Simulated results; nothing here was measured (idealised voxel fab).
Proc. module: voxel self aligned vias
FYI the section here is cut, 255 nm wide, cells are 5 nm squares.
A cross-section is written here as square cells arranged in a grid, and it is given in bands from the top down, each band taking up one or more rows of cells.
The entry gives the band's vertical extent as a top height and a bottom height in nm, then its horizontal make-up as materials from left to right, each with a width in nm. "blank" stands for empty space; a single material marked "throughout" fills the band edge to edge.
Height datum 0, below which the as-received substrate wafer is one material. Lowest band open at the bottom, running downward: "0..down".
So if you see something like "30->40" for the width, read it as the top row of the band sitting at the first number and the bottom row at the second, with every row in between moving by the same amount as the last.
Where a step carries "left unchanged", the cross-section came out of it unchanged, cell for cell.
In "Trapped voids" the enclosed voids are listed, meaning empty spaces of 8 cells or larger without any opening to the top. The form is width x height at distance, distance from the left edge, units nm.
It should be noted that, on the line of a given step, the content following the step's settings is a remark produced by the simulator itself with respect to that step.
"overlay nm" answers the question of how far to the right of plan the mask lay on a step that has a mask, and when it is negative the answer is to the left.

Below is the list of planned process steps:
| 1 | RECEIVE | material Si |
| 2 | CONFORMAL_DEP | material SiO2 | thk nm 10 |
| 3 | CONFORMAL_DEP | material SiCN | thk nm 5 |
| 4 | DIRECTIONAL_DEP | material lowk | thk nm 20 |
| 5 | MASKED_ETCH | tone open | mask id LINES | width nm 20 | pitch nm 55 | etch materials lowk | depth nm 20 | overlay nm 0 |
| 6 | CONFORMAL_DEP | material TiN | thk nm 5 |
| 7 | FILL_DEP | material W | thk nm 5 |
| 8 | CMP | height nm 35 |
| 9 | SELECTIVE_ETCH | etch materials W Ru TiN | depth nm 5 |
| 10 | FILL_DEP | material SiN | thk nm 10 |
| 11 | CMP | height nm 35 |
| 12 | DIRECTIONAL_DEP | material lowk | thk nm 20 |
| 13 | PATTERN | tone open | mask id VIAS | material resist | width nm 40 | pitch nm 55 | thk nm 20 | overlay nm 0 |
| 14 | DIRECTIONAL_ETCH | etch materials lowk | depth nm 20 |
| 15 | DIRECTIONAL_ETCH | etch materials SiN | depth nm 5 |
| 16 | STRIP | etch materials resist |
| 17 | CONFORMAL_DEP | material TiN | thk nm 5 |
| 18 | FILL_DEP | material Ru | thk nm 10 |
| 19 | CMP | height nm 55 |
| 20 | CONFORMAL_DEP | material SiCN | thk nm 5 |

The first of a set of two wafers, run to plan:

Cross-section of the wafer as it came to us, i.e., already through step 1:
    0..down | Si throughout
    Trapped voids: none

Sectional view: wafer, after step 2:
    10..0 | SiO2 throughout
    Below 0, no change.

Sectional view: wafer, after step 3:
    15..10 | SiCN throughout
    Below 10, no change.

Sectional view: wafer, after step 4:
    35..15 | lowk throughout
    Below 15, no change.

Sectional view: wafer, after step 5:
    35..15 | lowk=60 | blank=20 | lowk=35 | blank=20 | lowk=35 | blank=20 | lowk=65
    Below 15, no change.

Sectional view: wafer, after step 6:
    40..35 | TiN=65 | blank=10 | TiN=45 | blank=10 | TiN=45 | blank=10 | TiN=70
    35..20 | lowk=60 | TiN=5 | blank=10 | TiN=5 | lowk=35 | TiN=5 | blank=10 | TiN=5 | lowk=35 | TiN=5 | blank=10 | TiN=5 | lowk=65
    20..15 | lowk=60 | TiN=20 | lowk=35 | TiN=20 | lowk=35 | TiN=20 | lowk=65
    Below 15, no change.

Sectional view: wafer, after step 7:
    45..40 | W throughout
    40..35 | TiN=65 | W=10 | TiN=45 | W=10 | TiN=45 | W=10 | TiN=70
    35..20 | lowk=60 | TiN=5 | W=10 | TiN=5 | lowk=35 | TiN=5 | W=10 | TiN=5 | lowk=35 | TiN=5 | W=10 | TiN=5 | lowk=65
    Below 20, no change.

Sectional view: wafer, after step 8:
    35..20 | lowk=60 | TiN=5 | W=10 | TiN=5 | lowk=35 | TiN=5 | W=10 | TiN=5 | lowk=35 | TiN=5 | W=10 | TiN=5 | lowk=65
    Below 20, no change.

Sectional view: wafer, after step 9:
    35..30 | lowk=60 | blank=20 | lowk=35 | blank=20 | lowk=35 | blank=20 | lowk=65
    Below 30, no change.

Sectional view: wafer, after step 10:
    45..35 | SiN throughout
    35..30 | lowk=60 | SiN=20 | lowk=35 | SiN=20 | lowk=35 | SiN=20 | lowk=65
    Below 30, no change.

Sectional view: wafer, after step 11:
    35..30 | lowk=60 | SiN=20 | lowk=35 | SiN=20 | lowk=35 | SiN=20 | lowk=65
    Below 30, no change.

Sectional view: wafer, after step 12:
    55..35 | lowk throughout
    Below 35, no change.

Sectional view: wafer, after step 13:
    75..55 | resist=50 | blank=40 | resist=15 | blank=40 | resist=15 | blank=40 | resist=55
    Below 55, no change.

Sectional view: wafer, after step 14:
    75..55 | resist=50 | blank=40 | resist=15 | blank=40 | resist=15 | blank=40 | resist=55
    55..35 | lowk=50 | blank=40 | lowk=15 | blank=40 | lowk=15 | blank=40 | lowk=55
    Below 35, no change.

Sectional view: wafer, after step 15:
    75..55 | resist=50 | blank=40 | resist=15 | blank=40 | resist=15 | blank=40 | resist=55
    55..35 | lowk=50 | blank=40 | lowk=15 | blank=40 | lowk=15 | blank=40 | lowk=55
    35..30 | lowk=60 | blank=20 | lowk=35 | blank=20 | lowk=35 | blank=20 | lowk=65
    Below 30, no change.

Sectional view: wafer, after step 16:
    55..35 | lowk=50 | blank=40 | lowk=15 | blank=40 | lowk=15 | blank=40 | lowk=55
    Below 35, no change.

Sectional view: wafer, after step 17:
    60..55 | TiN=55 | blank=30 | TiN=25 | blank=30 | TiN=25 | blank=30 | TiN=60
    55..40 | lowk=50 | TiN=5 | blank=30 | TiN=5 | lowk=15 | TiN=5 | blank=30 | TiN=5 | lowk=15 | TiN=5 | blank=30 | TiN=5 | lowk=55
    40..35 | lowk=50 | TiN=15 | blank=10 | TiN=15 | lowk=15 | TiN=15 | blank=10 | TiN=15 | lowk=15 | TiN=15 | blank=10 | TiN=15 | lowk=55
    35..30 | lowk=60 | TiN=20 | lowk=35 | TiN=20 | lowk=35 | TiN=20 | lowk=65
    Below 30, no change.

Sectional view: wafer, after step 18:
    70..60 | Ru throughout
    60..55 | TiN=55 | Ru=30 | TiN=25 | Ru=30 | TiN=25 | Ru=30 | TiN=60
    55..40 | lowk=50 | TiN=5 | Ru=30 | TiN=5 | lowk=15 | TiN=5 | Ru=30 | TiN=5 | lowk=15 | TiN=5 | Ru=30 | TiN=5 | lowk=55
    40..35 | lowk=50 | TiN=15 | Ru=10 | TiN=15 | lowk=15 | TiN=15 | Ru=10 | TiN=15 | lowk=15 | TiN=15 | Ru=10 | TiN=15 | lowk=55
    Below 35, no change.

Sectional view: wafer, after step 19:
    55..40 | lowk=50 | TiN=5 | Ru=30 | TiN=5 | lowk=15 | TiN=5 | Ru=30 | TiN=5 | lowk=15 | TiN=5 | Ru=30 | TiN=5 | lowk=55
    Below 40, no change.

Sectional view: wafer, after step 20:
    60..55 | SiCN throughout
    Below 55, no change.

What follows concerns the second wafer, which started out like the first and was meant to follow the very same plan; one mistake crept in when it was run, but everything up to and including step 4 is the same as for the first wafer:

Second wafer, cross-section, planned end of step 5:
    35..15 | lowk=65 | blank=15 | lowk=40 | blank=15 | lowk=40 | blank=15 | lowk=65
    Below 15, no change.

Second wafer, cross-section, planned end of step 6:
    40..35 | TiN=70 | blank=5 | TiN=50 | blank=5 | TiN=50 | blank=5 | TiN=70
    35..20 | lowk=65 | TiN=5 | blank=5 | TiN=5 | lowk=40 | TiN=5 | blank=5 | TiN=5 | lowk=40 | TiN=5 | blank=5 | TiN=5 | lowk=65
    20..15 | lowk=65 | TiN=15 | lowk=40 | TiN=15 | lowk=40 | TiN=15 | lowk=65
    Below 15, no change.

Second wafer, cross-section, planned end of step 7:
    45..40 | W throughout
    40..35 | TiN=70 | W=5 | TiN=50 | W=5 | TiN=50 | W=5 | TiN=70
    35..20 | lowk=65 | TiN=5 | W=5 | TiN=5 | lowk=40 | TiN=5 | W=5 | TiN=5 | lowk=40 | TiN=5 | W=5 | TiN=5 | lowk=65
    Below 20, no change.

Second wafer, cross-section, planned end of step 8:
    35..20 | lowk=65 | TiN=5 | W=5 | TiN=5 | lowk=40 | TiN=5 | W=5 | TiN=5 | lowk=40 | TiN=5 | W=5 | TiN=5 | lowk=65
    Below 20, no change.

Second wafer, cross-section, planned end of step 9:
    35..30 | lowk=65 | blank=15 | lowk=40 | blank=15 | lowk=40 | blank=15 | lowk=65
    Below 30, no change.

Second wafer, cross-section, planned end of step 10:
    45..35 | SiN throughout
    35..30 | lowk=65 | SiN=15 | lowk=40 | SiN=15 | lowk=40 | SiN=15 | lowk=65
    Below 30, no change.

Second wafer, cross-section, planned end of step 11:
    35..30 | lowk=65 | SiN=15 | lowk=40 | SiN=15 | lowk=40 | SiN=15 | lowk=65
    Below 30, no change.

Second wafer, cross-section, planned end of step 12:
    55..35 | lowk throughout
    Below 35, no change.

Second wafer, cross-section, planned end of step 13:
    75..55 | resist=50 | blank=40 | resist=15 | blank=40 | resist=15 | blank=40 | resist=55
    Below 55, no change.

Second wafer, cross-section, planned end of step 14:
    75..55 | resist=50 | blank=40 | resist=15 | blank=40 | resist=15 | blank=40 | resist=55
    55..35 | lowk=50 | blank=40 | lowk=15 | blank=40 | lowk=15 | blank=40 | lowk=55
    Below 35, no change.

Second wafer, cross-section, planned end of step 15:
    75..55 | resist=50 | blank=40 | resist=15 | blank=40 | resist=15 | blank=40 | resist=55
    55..35 | lowk=50 | blank=40 | lowk=15 | blank=40 | lowk=15 | blank=40 | lowk=55
    35..30 | lowk=65 | blank=15 | lowk=40 | blank=15 | lowk=40 | blank=15 | lowk=65
    Below 30, no change.

Second wafer, cross-section, planned end of step 16:
    55..35 | lowk=50 | blank=40 | lowk=15 | blank=40 | lowk=15 | blank=40 | lowk=55
    Below 35, no change.

Second wafer, cross-section, planned end of step 17:
    60..55 | TiN=55 | blank=30 | TiN=25 | blank=30 | TiN=25 | blank=30 | TiN=60
    55..40 | lowk=50 | TiN=5 | blank=30 | TiN=5 | lowk=15 | TiN=5 | blank=30 | TiN=5 | lowk=15 | TiN=5 | blank=30 | TiN=5 | lowk=55
    40..35 | lowk=50 | TiN=20 | blank=5 | TiN=15 | lowk=15 | TiN=20 | blank=5 | TiN=15 | lowk=15 | TiN=20 | blank=5 | TiN=15 | lowk=55
    35..30 | lowk=65 | TiN=15 | lowk=40 | TiN=15 | lowk=40 | TiN=15 | lowk=65
    Below 30, no change.

Second wafer, cross-section, planned end of step 18:
    70..60 | Ru throughout
    60..55 | TiN=55 | Ru=30 | TiN=25 | Ru=30 | TiN=25 | Ru=30 | TiN=60
    55..40 | lowk=50 | TiN=5 | Ru=30 | TiN=5 | lowk=15 | TiN=5 | Ru=30 | TiN=5 | lowk=15 | TiN=5 | Ru=30 | TiN=5 | lowk=55
    40..35 | lowk=50 | TiN=20 | Ru=5 | TiN=15 | lowk=15 | TiN=20 | Ru=5 | TiN=15 | lowk=15 | TiN=20 | Ru=5 | TiN=15 | lowk=55
    Below 35, no change.

Second wafer, cross-section, planned end of step 19:
    55..40 | lowk=50 | TiN=5 | Ru=30 | TiN=5 | lowk=15 | TiN=5 | Ru=30 | TiN=5 | lowk=15 | TiN=5 | Ru=30 | TiN=5 | lowk=55
    Below 40, no change.

Second wafer, cross-section, planned end of step 20:
    60..55 | SiCN throughout
    Below 55, no change.
Nonconformance to the process plan: step 5 off recipe, ran as MASKED_ETCH | tone open | mask id LINES | width nm 15 | pitch nm 55 | etch materials lowk | depth nm 20 | overlay nm 0
Bottom line after processing is that, in cells, the second wafer is up or down on some materials versus the first: 3 fewer of Ru, 3 fewer of TiN, 6 fewer of W, 12 more of lowk
